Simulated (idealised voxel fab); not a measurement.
Documented hereafter: the process module known as voxel self aligned vias.
The cross-section on display is named cut; it measures 285 nm wide, and its cells are 5 nm squares.
Square cells in a grid make up a cross-section in this document, and the grid is given as bands, listed from the top down, each one or more rows of cells.
In this notation a band is specified by the heights of its top and bottom, in that order and in nm, after which its materials appear from left to right, each paired with its width in nm. The word "full width" attached to a single material means that material fills the band from edge to edge; the word "empty" stands for empty space.
A quick word on heights: they are counted from 0, and under that level the wafer as it came to us is one material throughout. The lowest band is different from the rest in having no bottom; it simply continues downward, written as in "0..down".
Graded width ("30 to 40"): value in top row of band = first number; value in bottom row = second number; row-to-row change constant.
It should be understood that the words "nothing got changed", when stated for a given step, signify that the cross-section underwent no change in any of its cells during that step.
Empty spaces counting at least 8 cells and having no open way to the top are listed in "Enclosed void inventory". The notation width x height at distance is used for each, the distance being from the left edge and all three values in nm.
Where a step's line continues beyond its settings, the continuation is a remark by the simulator itself on that step.
You can add "overlay nm" to a step's line. For a step with a mask, it describes how far the mask lay to the right of its planned position, and a negative number describes a lay to the left.
[Planned step list for the process]
1: RECEIVE, material Si
2: CONFORMAL_DEP, material SiO2, thk nm 10
3: CONFORMAL_DEP, material SiCN, thk nm 5
4: DIRECTIONAL_DEP, material SiO2, thk nm 30
5: PATTERN, tone open, mask id LINES, material resist, width nm 30, pitch nm 60, thk nm 15, overlay nm 0
6: DIRECTIONAL_ETCH, etch materials SiO2, depth nm 30
7: STRIP, etch materials resist
8: CONFORMAL_DEP, material TiN, thk nm 5
9: FILL_DEP, material W, thk nm 5
10: CMP, height nm 45
11: SELECTIVE_ETCH, etch materials W Ru TiN, depth nm 10
12: FILL_DEP, material SiN, thk nm 5
13: CMP, height nm 45
14: DIRECTIONAL_DEP, material SiO2, thk nm 15
15: MASKED_ETCH, tone open, mask id VIAS, width nm 40, pitch nm 60, etch materials SiO2, depth nm 15, overlay nm 0
16: MASKED_ETCH, tone open, mask id VIAS, width nm 40, pitch nm 60, etch materials SiN, depth nm 10, overlay nm 0
17: CONFORMAL_DEP, material TiN, thk nm 5
18: FILL_DEP, material W, thk nm 10
19: CMP, height nm 60
20: CONFORMAL_DEP, material SiCN, thk nm 5
[Received-state cross-section, reflecting completion of step 1]
    0..down: Si full width
    Enclosed void inventory: none
[This is how the wafer looks in cross-section once the module is done, given the starting state and plan above and one mistake in carrying the plan out]
    65..60: SiCN full width
    60..50: SiO2 100, TiN 5, W 30, TiN 5, SiO2 20, TiN 5, W 30, TiN 5, SiO2 85
    50..45: SiO2 100, TiN 5, W 15, TiN 20, SiO2 20, TiN 5, W 15, TiN 20, SiO2 85
    45..40: SiO2 95, SiN 5, TiN 5, W 15, TiN 5, SiO2 30, SiN 5, TiN 5, W 15, TiN 5, SiO2 100
    40..35: SiO2 95, SiN 5, TiN 25, SiO2 30, SiN 5, TiN 25, SiO2 100
    35..20: SiO2 95, TiN 5, W 20, TiN 5, SiO2 30, TiN 5, W 20, TiN 5, SiO2 100
    20..15: SiO2 95, TiN 30, SiO2 30, TiN 30, SiO2 100
    15..10: SiCN full width
    10..0: SiO2 full width
    0..down: Si full width
    Enclosed void inventory: none
Want to know what went wrong? step 15 did not use the planned setting and instead ran as MASKED_ETCH, tone open, mask id VIAS, width nm 40, pitch nm 60, etch materials SiO2, depth nm 15, overlay nm 10
